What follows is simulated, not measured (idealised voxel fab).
Process module under the name voxel self aligned contacts
In the cross-section labelled cut, the width is 195 nm and each square cell is 5 nm.
Format of a cross-section: grid, square cells. Given as bands. Order: top down. Band: one or more rows of cells.
Basically the band line says how high the top is and how high the bottom is, in nm, and then what's in it from left to right, every material with its width in nm. Empty space shows up as "air", and if a single material carries "full width" it runs the full band edge to edge.
Counting heights begins at 0, where everything beneath is, in the wafer as received, one material. The lowest band has no bottom; it goes on downwards, as "top 0, no bottom" shows.
A width such as "30->40" changes by the same amount from each row of cells to the next, from the band's top row to its bottom row.
Where the words "identical to before" appear for a step, the cross-section shows no cell changed by that step; every cell remained as before.
In the "Unvented cavities" entry, you get each enclosed empty space of 8 cells or more, one with no open way to the top, written width x height at distance, distance from the left edge, in nm.
That trailing text on a step's line, after the settings, is the simulator's own remark on the step.
overlay nm: on a step with a mask, how far right of its planned place the mask lay; negative means left.
## Listed below are the process steps as planned
1 op RECEIVE | material Si
2 op OXIDIZE | depth nm 5
3 op DIRECTIONAL_DEP | material polySi | thk nm 30
4 op DIRECTIONAL_DEP | material SiN | thk nm 25
5 op PATTERN | tone cover | mask id GATE | material resist | width nm 30 | pitch nm 75 | thk nm 15 | overlay nm 0
6 op DIRECTIONAL_ETCH | etch materials SiN | depth nm 25
7 op DIRECTIONAL_ETCH | etch materials polySi | depth nm 30
8 op STRIP | etch materials resist
9 op CONFORMAL_DEP | material SiN | thk nm 10
10 op DIRECTIONAL_ETCH | etch materials SiN | depth nm 10
11 op FILL_DEP | material SiO2 | thk nm 20
12 op CMP | height nm 65
13 op MASKED_ETCH | tone open | mask id CONTACT | width nm 55 | etch materials SiO2 | depth nm 70 | overlay nm 0
14 op CONFORMAL_DEP | material TiN | thk nm 5
15 op FILL_DEP | material W | thk nm 5
16 op CMP | height nm 65
17 op CONFORMAL_DEP | material SiCN | thk nm 5
## Cross-section of the wafer at receipt, which is the condition after step 1
> top 0, no bottom: Si full width
> Unvented cavities: none
## Cross-section: first of two wafers, module finished, run according to plan
> top 70, bottom 65: SiCN full width
> top 65, bottom 55: 70 nm SiO2, 5->20 nm TiN, 45->15 nm W, 5->20 nm TiN, 70 nm SiO2
> top 55, bottom 30: 35 nm SiO2, 50 nm SiN, 5 nm TiN, 15 nm W, 5 nm TiN, 50 nm SiN, 35 nm SiO2
> top 30, bottom 0: 35 nm SiO2, 10 nm SiN, 30 nm polySi, 10 nm SiN, 5 nm TiN, 15 nm W, 5 nm TiN, 10 nm SiN, 30 nm polySi, 10 nm SiN, 35 nm SiO2
> top 0, bottom -5: 85 nm SiO2, 25 nm TiN, 85 nm SiO2
> top -5, no bottom: Si full width
> Unvented cavities: none
## Module end: cross-section of wafer two of two. Same start and process plan as the first wafer. One mistake during execution
> top 70, bottom 65: SiCN full width
> top 65, bottom 55: 70 nm SiO2, 5->20 nm TiN, 45->15 nm W, 5->20 nm TiN, 70 nm SiO2
> top 55, bottom 30: 35 nm SiO2, 50 nm SiN, 5 nm TiN, 15 nm W, 5 nm TiN, 50 nm SiN, 35 nm SiO2
> top 30, bottom 15: 35 nm SiO2, 10 nm SiN, 30 nm polySi, 10 nm SiN, 5 nm TiN, 15 nm W, 5 nm TiN, 10 nm SiN, 30 nm polySi, 10 nm SiN, 35 nm SiO2
> top 15, bottom 10: 35 nm SiO2, 10 nm SiN, 30 nm polySi, 10 nm SiN, 25 nm TiN, 10 nm SiN, 30 nm polySi, 10 nm SiN, 35 nm SiO2
> top 10, bottom 0: 45 nm SiN, 30 nm polySi, 45 nm SiN, 30 nm polySi, 45 nm SiN
> top 0, bottom -5: SiO2 full width
> top -5, no bottom: Si full width
> Unvented cavities: none
Heads up, the wafer didn't run the way we planned it: the intended sequence of steps 9 and 10 was reversed during processing, with each occupying the position of the other
Count the cells at the end and the second wafer has more or fewer of some materials than the first: SiN: 38 more | SiO2: 23 fewer | TiN: 6 fewer | W: 9 fewer
